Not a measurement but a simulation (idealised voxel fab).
The document below concerns the process module designated voxel released beams.
Pictured: cross-section cut, 180 nm wide, on a grid of 5 nm square cells.
A cross-section is written here as square cells arranged in a grid, and it is given in bands from the top down, each band taking up one or more rows of cells. First you get the band's top height and its bottom height, in nm, and then the materials it's made of, left to right, with each width in nm. If you see a single material with "full width", that one covers the band edge to edge. "blank" is empty space. Height is counted from the level 0, under which the received wafer is composed throughout of one material. The lowest of the bands is not closed at the bottom but continues downward, in the notation "top 0, no bottom". Quick explanation for "30..40": the width changes in equal steps down the rows of cells, from the first number in the band's top row to the second number in its bottom row. Reading "stayed the same" for a step: not a cell of the cross-section changed in it. For the entry "Enclosed void entries", the listed items are empty spaces with no open way to the top whose size is 8 cells or more; each item follows the pattern width x height at distance, where distance is from the left edge and all three are in nm. If you see something after the settings on a step's line, that's the simulator's own remark about that step. "overlay nm" denotes, for a step that has a mask, the displacement of the mask to the right of its planned place, with negative values corresponding to the left.
The steps planned for the process are as follows:
1. RECEIVE [material Si]
2. CONFORMAL_DEP [material SiN] [thk nm 5]
3. DIRECTIONAL_DEP [material SiO2] [thk nm 15]
4. DIRECTIONAL_DEP [material aC] [thk nm 15]
5. PATTERN [tone open] [mask id ANCHOR] [material resist] [width nm 25] [thk nm 30] [overlay nm 0]
6. DIRECTIONAL_ETCH [etch materials aC] [depth nm 15]
7. STRIP [etch materials resist]
8. DIRECTIONAL_ETCH [etch materials SiO2] [depth nm 15]
9. STRIP [etch materials aC]
10. CONFORMAL_DEP [material polySi] [thk nm 10]
11. DIRECTIONAL_DEP [material aC] [thk nm 15]
12. PATTERN [tone cover] [mask id BEAM] [material resist] [width nm 110] [thk nm 30] [overlay nm 0]
13. DIRECTIONAL_ETCH [etch materials aC] [depth nm 15]
14. STRIP [etch materials resist]
15. DIRECTIONAL_ETCH [etch materials polySi] [depth nm 10]
16. STRIP [etch materials aC]
17. STRIP [etch materials SiO2]
The first of the two wafers, which ran as planned:
Cross-section of the incoming wafer, state after step 1:
top 0, no bottom = Si full width
Enclosed void entries: none
Cross-section through the wafer, step 2 finished:
top 5, bottom 0 = SiN full width
Rest of section, below 0: as before.
Cross-section through the wafer, step 3 finished:
top 20, bottom 5 = SiO2 full width
Rest of section, below 5: as before.
Cross-section through the wafer, step 4 finished:
top 35, bottom 20 = aC full width
Rest of section, below 20: as before.
Cross-section through the wafer, step 5 finished:
top 65, bottom 35 = resist (35), blank (25), resist (120)
Rest of section, below 35: as before.
Cross-section through the wafer, step 6 finished:
top 50, bottom 35 = resist (35), blank (25), resist (120)
top 35, bottom 20 = aC (35), blank (25), aC (120)
Rest of section, below 20: as before.
Cross-section through the wafer, step 7 finished:
top 35, bottom 20 = aC (35), blank (25), aC (120)
Rest of section, below 20: as before.
Cross-section through the wafer, step 8 finished:
top 35, bottom 20 = aC (35), blank (25), aC (120)
top 20, bottom 5 = SiO2 (35), blank (25), SiO2 (120)
Rest of section, below 5: as before.
Cross-section through the wafer, step 9 finished:
top 20, bottom 5 = SiO2 (35), blank (25), SiO2 (120)
Rest of section, below 5: as before.
Cross-section through the wafer, step 10 finished:
top 30, bottom 20 = polySi (45), blank (5), polySi (130)
top 20, bottom 15 = SiO2 (35), polySi (10), blank (5), polySi (10), SiO2 (120)
top 15, bottom 5 = SiO2 (35), polySi (25), SiO2 (120)
Rest of section, below 5: as before.
Cross-section through the wafer, step 11 finished:
top 45, bottom 30 = aC (45), blank (5), aC (130)
top 30, bottom 20 = polySi (45), aC (5), polySi (130)
top 20, bottom 15 = SiO2 (35), polySi (10), aC (5), polySi (10), SiO2 (120)
Rest of section, below 15: as before.
Cross-section through the wafer, step 12 finished:
top 75, bottom 45 = blank (30), resist (110), blank (40)
top 45, bottom 30 = aC (45), resist (5), aC (130)
Rest of section, below 30: as before.
Cross-section through the wafer, step 13 finished:
top 60, bottom 45 = blank (30), resist (110), blank (40)
top 45, bottom 30 = blank (30), aC (15), resist (5), aC (90), blank (40)
Rest of section, below 30: as before.
Cross-section through the wafer, step 14 finished:
top 45, bottom 30 = blank (30), aC (15), blank (5), aC (90), blank (40)
Rest of section, below 30: as before.
Cross-section through the wafer, step 15 finished:
top 45, bottom 30 = blank (30), aC (15), blank (5), aC (90), blank (40)
top 30, bottom 20 = blank (30), polySi (15), aC (5), polySi (90), blank (40)
Rest of section, below 20: as before.
Cross-section through the wafer, step 16 finished:
top 30, bottom 20 = blank (30), polySi (15), blank (5), polySi (90), blank (40)
top 20, bottom 15 = SiO2 (35), polySi (10), blank (5), polySi (10), SiO2 (120)
Rest of section, below 15: as before.
Cross-section through the wafer, step 17 finished:
top 30, bottom 20 = blank (30), polySi (15), blank (5), polySi (90), blank (40)
top 20, bottom 15 = blank (35), polySi (10), blank (5), polySi (10), blank (120)
top 15, bottom 5 = blank (35), polySi (25), blank (120)
Rest of section, below 5: as before.
Companion wafer, the second of two: same beginning, same intended sequence, one mistake in carrying it out; through step 8 inclusive it tracks the first exactly:
Second wafer profile in section, at the moment step 9 of the plan was meant to be complete:
top 0, no bottom = Si full width
Second wafer profile in section, at the moment step 10 of the plan was meant to be complete:
top 10, bottom 0 = polySi full width
Rest of section, below 0: as before.
Second wafer profile in section, at the moment step 11 of the plan was meant to be complete:
top 25, bottom 10 = aC full width
Rest of section, below 10: as before.
Second wafer profile in section, at the moment step 12 of the plan was meant to be complete:
top 55, bottom 25 = blank (30), resist (110), blank (40)
Rest of section, below 25: as before.
Second wafer profile in section, at the moment step 13 of the plan was meant to be complete:
top 40, bottom 25 = blank (30), resist (110), blank (40)
top 25, bottom 10 = blank (30), aC (110), blank (40)
Rest of section, below 10: as before.
Second wafer profile in section, at the moment step 14 of the plan was meant to be complete:
top 25, bottom 10 = blank (30), aC (110), blank (40)
Rest of section, below 10: as before.
Second wafer profile in section, at the moment step 15 of the plan was meant to be complete:
top 25, bottom 10 = blank (30), aC (110), blank (40)
top 10, bottom 0 = blank (30), polySi (110), blank (40)
Rest of section, below 0: as before.
Second wafer profile in section, at the moment step 16 of the plan was meant to be complete:
top 10, bottom 0 = blank (30), polySi (110), blank (40)
Rest of section, below 0: as before.
Second wafer profile in section, at the moment step 17 of the plan was meant to be complete: stayed the same
Here's what went sideways: step 9 was not run as planned; what actually ran was STRIP [etch materials SiN]
Once processing is complete, comparing cell counts shows that the second wafer has more or fewer of certain materials than the first: SiN: 36 fewer | polySi: 12 fewer
